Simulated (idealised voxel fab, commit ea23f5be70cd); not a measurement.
Process module under the name voxel self aligned contacts
210 nm wide, 5 nm square cells: that's cross-section cut.
Notation: cross-section as square-cell grid; stated in bands, top first, going down; one or more cell rows per band.
Top height, bottom height, nm. Materials left to right, width each, nm. Single material + "throughout" = fills band edge to edge. "empty" = empty.
Height datum 0, below which the as-received substrate wafer is one material. Lowest band open at the bottom, running downward: "from 0 down".
A two-number width, for instance "30 to 40", indicates that the width is equal to the first number in the top row of the band and to the second number in the bottom row, and that it changes by a constant amount per row of cells.
Any step labelled "nothing changed" changed none of the cells in the cross-section.
Heads up: "Sealed voids" only lists the empty pockets with no open path to the top that are 8 cells or more, and it writes them as width x height at distance, distance from the left edge, in nm.
On each step's line, the part that comes after the settings is the simulator's own comment on the step.
overlay nm: mask offset rightward from planned place, masked step; negative means leftward offset.
These are the steps we planned for the process:
| 1 | RECEIVE,material Si |
| 2 | CONFORMAL_DEP,material SiO2,thk nm 5 |
| 3 | DIRECTIONAL_DEP,material polySi,thk nm 30 |
| 4 | DIRECTIONAL_DEP,material SiN,thk nm 20 |
| 5 | PATTERN,tone cover,mask id GATE,material resist,width nm 25,pitch nm 50,thk nm 15,overlay nm 0 |
| 6 | DIRECTIONAL_ETCH,etch materials SiN,depth nm 20 |
| 7 | DIRECTIONAL_ETCH,etch materials polySi,depth nm 30 |
| 8 | STRIP,etch materials resist |
| 9 | CONFORMAL_DEP,material SiN,thk nm 5 |
| 10 | DIRECTIONAL_ETCH,etch materials SiN,depth nm 5 |
| 11 | FILL_DEP,material SiO2,thk nm 10 |
| 12 | CMP,height nm 60 |
| 13 | PATTERN,tone open,mask id CONTACT,material resist,width nm 35,thk nm 15,overlay nm 0 |
| 14 | DIRECTIONAL_ETCH,etch materials SiO2,depth nm 60 |
| 15 | STRIP,etch materials resist |
| 16 | CONFORMAL_DEP,material TiN,thk nm 5 |
| 17 | FILL_DEP,material Ru,thk nm 5 |
| 18 | CMP,height nm 60 |
| 19 | CONFORMAL_DEP,material SiN,thk nm 5 |
Cross-section of the wafer at receipt, which is the condition after step 1:
- from 0 down = Si throughout
- Sealed voids: none
Figure: cross-sectional view of the wafer upon completion of the module, processed from the initial state and according to the plan depicted above, with one error introduced during execution:
- from 65 to 60 = SiN throughout
- from 60 to 55 = TiN: 100  Ru: 5  TiN: 105
- from 55 to 35 = SiO2: 60  SiN: 35  TiN: 5  Ru: 5  TiN: 5  SiN: 35  SiO2: 65
- from 35 to 5 = SiO2: 60  SiN: 5  polySi: 25  SiN: 5  TiN: 5  Ru: 5  TiN: 5  SiN: 5  polySi: 25  SiN: 5  SiO2: 65
- from 5 to 0 = SiO2: 95  TiN: 15  SiO2: 100
- from 0 down = Si throughout
- Sealed voids: none
The plan and the run diverged here: so step 12 ended up running with a different setting than we planned, it ran as CMP,height nm 55
